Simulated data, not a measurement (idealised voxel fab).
voxel transistor to metal: a process module
Cross-section cut: width 160 nm, square cells of 5 nm.
Cross-section, as written here: a square-cell grid given band by band from the top down, where a band holds one or more rows of cells. Top height, bottom height, nm. Materials left to right, width each, nm. Single material + "everywhere" = fills band edge to edge. "blank" = empty. Convention: height 0 is the level below which the wafer, as received, is all one material. The lowest band does not terminate at the bottom but continues downward, represented as "from 0 down". A width such as "30 to 40" changes by the same amount from each row of cells to the next, from the band's top row to its bottom row. The cross-section has no changed cell in any step marked "nothing was modified". In "Sealed internal voids" the enclosed voids are listed, meaning empty spaces of 8 cells or larger without any opening to the top. The form is width x height at distance, distance from the left edge, units nm. If you see something after the settings on a step's line, that's the simulator's own remark about that step. Regarding "overlay nm": on a step with a mask, it is the distance the mask lay to the right of its planned place; a negative value places it to the left.

THE STEPS PLANNED FOR THE PROCESS ARE AS FOLLOWS
step 1: RECEIVE,material Si
step 2: OXIDIZE,depth nm 5
step 3: CONFORMAL_DEP,material SiN,thk nm 10
step 4: MASKED_ETCH,tone cover,mask id ACTIVE,width nm 110,etch materials SiN,depth nm 10,overlay nm 0
step 5: MASKED_ETCH,tone cover,mask id ACTIVE,width nm 110,etch materials SiO2,depth nm 5,overlay nm 0
step 6: MASKED_ETCH,tone cover,mask id ACTIVE,width nm 110,etch materials Si,depth nm 35,overlay nm 0
step 7: FILL_DEP,material SiO2,thk nm 15
step 8: CMP,height nm 10
step 9: SELECTIVE_ETCH,etch materials SiO2,depth nm 5
step 10: STRIP,etch materials SiN
step 11: SELECTIVE_ETCH,etch materials SiO2,depth nm 5
step 12: OXIDIZE,depth nm 5
step 13: DIRECTIONAL_DEP,material polySi,thk nm 30
step 14: DIRECTIONAL_DEP,material SiCN,thk nm 15
step 15: DIRECTIONAL_DEP,material aC,thk nm 15
step 16: PATTERN,tone cover,mask id GATE,material resist,width nm 20,thk nm 30,overlay nm 0
step 17: DIRECTIONAL_ETCH,etch materials aC,depth nm 15
step 18: STRIP,etch materials resist
step 19: DIRECTIONAL_ETCH,etch materials SiCN,depth nm 25
step 20: DIRECTIONAL_ETCH,etch materials polySi,depth nm 40
step 21: STRIP,etch materials aC
step 22: CONFORMAL_DEP,material SiO2,thk nm 5
step 23: DIRECTIONAL_ETCH,etch materials SiO2,depth nm 5
step 24: CONFORMAL_DEP,material SiN,thk nm 5
step 25: DIRECTIONAL_ETCH,etch materials SiN,depth nm 5
step 26: DIRECTIONAL_ETCH,etch materials SiO2,depth nm 5
step 27: DIRECTIONAL_ETCH,etch materials Si,depth nm 10
step 28: EPI,material SiGe,thk nm 15
step 29: FILL_DEP,material SiO2,thk nm 5
step 30: CMP,height nm 40
step 31: DIRECTIONAL_DEP,material SiO2,thk nm 10
step 32: DIRECTIONAL_DEP,material aC,thk nm 10
step 33: PATTERN,tone open,mask id CONTACT,material resist,width nm 20,pitch nm 70,thk nm 30,overlay nm 0
step 34: DIRECTIONAL_ETCH,etch materials aC,depth nm 10
step 35: STRIP,etch materials resist
step 36: DIRECTIONAL_ETCH,etch materials SiO2,depth nm 45
step 37: STRIP,etch materials aC
step 38: CONFORMAL_DEP,material TiN,thk nm 5
step 39: FILL_DEP,material W,thk nm 10
step 40: CMP,height nm 50
step 41: CONFORMAL_DEP,material SiCN,thk nm 5
step 42: DIRECTIONAL_DEP,material lowk,thk nm 15
step 43: DIRECTIONAL_DEP,material aC,thk nm 15
step 44: PATTERN,tone open,mask id METAL_1,material resist,width nm 20,pitch nm 70,thk nm 35,overlay nm 0
step 45: DIRECTIONAL_ETCH,etch materials aC,depth nm 15
step 46: STRIP,etch materials resist
step 47: DIRECTIONAL_ETCH,etch materials lowk,depth nm 15
step 48: DIRECTIONAL_ETCH,etch materials SiCN,depth nm 5
step 49: STRIP,etch materials aC
step 50: CONFORMAL_DEP,material TiN,thk nm 5
step 51: FILL_DEP,material Cu,thk nm 5
step 52: CMP,height nm 70
step 53: CONFORMAL_DEP,material SiCN,thk nm 5
step 54: DIRECTIONAL_DEP,material SiO2,thk nm 30
step 55: MASKED_ETCH,tone open,mask id METAL_2,width nm 20,pitch nm 70,etch materials SiO2,depth nm 20,overlay nm 0
step 56: PATTERN,tone open,mask id METAL_2_HOLES,material resist,width nm 15,pitch nm 70,thk nm 15,overlay nm 0
step 57: DIRECTIONAL_ETCH,etch materials SiO2,depth nm 10
step 58: DIRECTIONAL_ETCH,etch materials SiCN,depth nm 5
step 59: STRIP,etch materials resist
step 60: CONFORMAL_DEP,material TiN,thk nm 5
step 61: FILL_DEP,material Cu,thk nm 5
step 62: CMP,height nm 105
step 63: CONFORMAL_DEP,material SiN,thk nm 5

AS-RECEIVED STATE OF THE WAFER IN CROSS-SECTION, EQUIVALENT TO POST-STEP 1
	from 0 down = Si everywhere
	Sealed internal voids: none

POST-MODULE CROSS-SECTION: IDENTICAL START AND PLAN TO THOSE ABOVE, ONE MISSTEP IN EXECUTION
	from 110 to 105 = SiN everywhere
	from 105 to 90 = SiO2 35 nm / TiN 5 nm / Cu 10 nm / TiN 5 nm / SiO2 50 nm / TiN 5 nm / Cu 10 nm / TiN 5 nm / SiO2 35 nm
	from 90 to 85 = SiO2 35 nm / TiN 5 nm / Cu 5 nm / TiN 10 nm / SiO2 50 nm / TiN 5 nm / Cu 5 nm / TiN 10 nm / SiO2 35 nm
	from 85 to 75 = SiO2 35 nm / TiN 5 nm / Cu 5 nm / TiN 5 nm / SiO2 55 nm / TiN 5 nm / Cu 5 nm / TiN 5 nm / SiO2 40 nm
	from 75 to 70 = SiCN 35 nm / TiN 15 nm / SiCN 55 nm / TiN 15 nm / SiCN 40 nm
	from 70 to 55 = lowk 35 nm / TiN 5 nm / Cu 10 nm / TiN 5 nm / lowk 50 nm / TiN 5 nm / Cu 10 nm / TiN 5 nm / lowk 35 nm
	from 55 to 50 = SiCN 35 nm / TiN 20 nm / SiCN 50 nm / TiN 20 nm / SiCN 35 nm
	from 50 to 40 = SiO2 35 nm / TiN 5 nm / W 10 nm / TiN 5 nm / SiO2 50 nm / TiN 5 nm / W 10 nm / TiN 5 nm / SiO2 35 nm
	from 40 to 25 = SiO2 35 nm / TiN 5 nm / W 10 nm / TiN 5 nm / SiO2 5 nm / SiN 5 nm / SiO2 5 nm / SiCN 20 nm / SiO2 5 nm / SiN 5 nm / SiO2 5 nm / TiN 5 nm / W 10 nm / TiN 5 nm / SiO2 35 nm
	from 25 to 10 = SiO2 35 nm / TiN 5 nm / W 10 nm / TiN 5 nm / SiO2 5 nm / SiN 5 nm / SiO2 5 nm / polySi 20 nm / SiO2 5 nm / SiN 5 nm / SiO2 5 nm / TiN 5 nm / W 10 nm / TiN 5 nm / SiO2 35 nm
	from 10 to 5 = SiO2 35 nm / TiN 20 nm / SiO2 5 nm / SiN 5 nm / SiO2 5 nm / polySi 20 nm / SiO2 5 nm / SiN 5 nm / SiO2 5 nm / TiN 20 nm / SiO2 35 nm
	from 5 to 0 = SiO2 45 nm / SiGe 15 nm / SiN 5 nm / SiO2 5 nm / polySi 20 nm / SiO2 5 nm / SiN 5 nm / SiGe 15 nm / SiO2 45 nm
	from 0 to -5 = SiO2 20 nm / SiN 5 nm / SiGe 35 nm / SiN 5 nm / SiO2 5 nm / polySi 20 nm / SiO2 5 nm / SiN 5 nm / SiGe 35 nm / SiN 5 nm / SiO2 20 nm
	from -5 to -10 = SiO2 25 nm / SiGe 35 nm / SiO2 40 nm / SiGe 35 nm / SiO2 25 nm
	from -10 to -15 = SiO2 30 nm / SiGe 30 nm / Si 40 nm / SiGe 30 nm / SiO2 30 nm
	from -15 to -20 = SiO2 25 nm / Si 5 nm / SiGe 30 nm / Si 40 nm / SiGe 30 nm / Si 5 nm / SiO2 25 nm
	from -20 to -40 = SiO2 25 nm / Si 110 nm / SiO2 25 nm
	from -40 down = Si everywhere
	Sealed internal voids: none
what went wrong: the executed order of steps 9 and 10 is the reverse of that specified in the plan, each step having taken the other's position
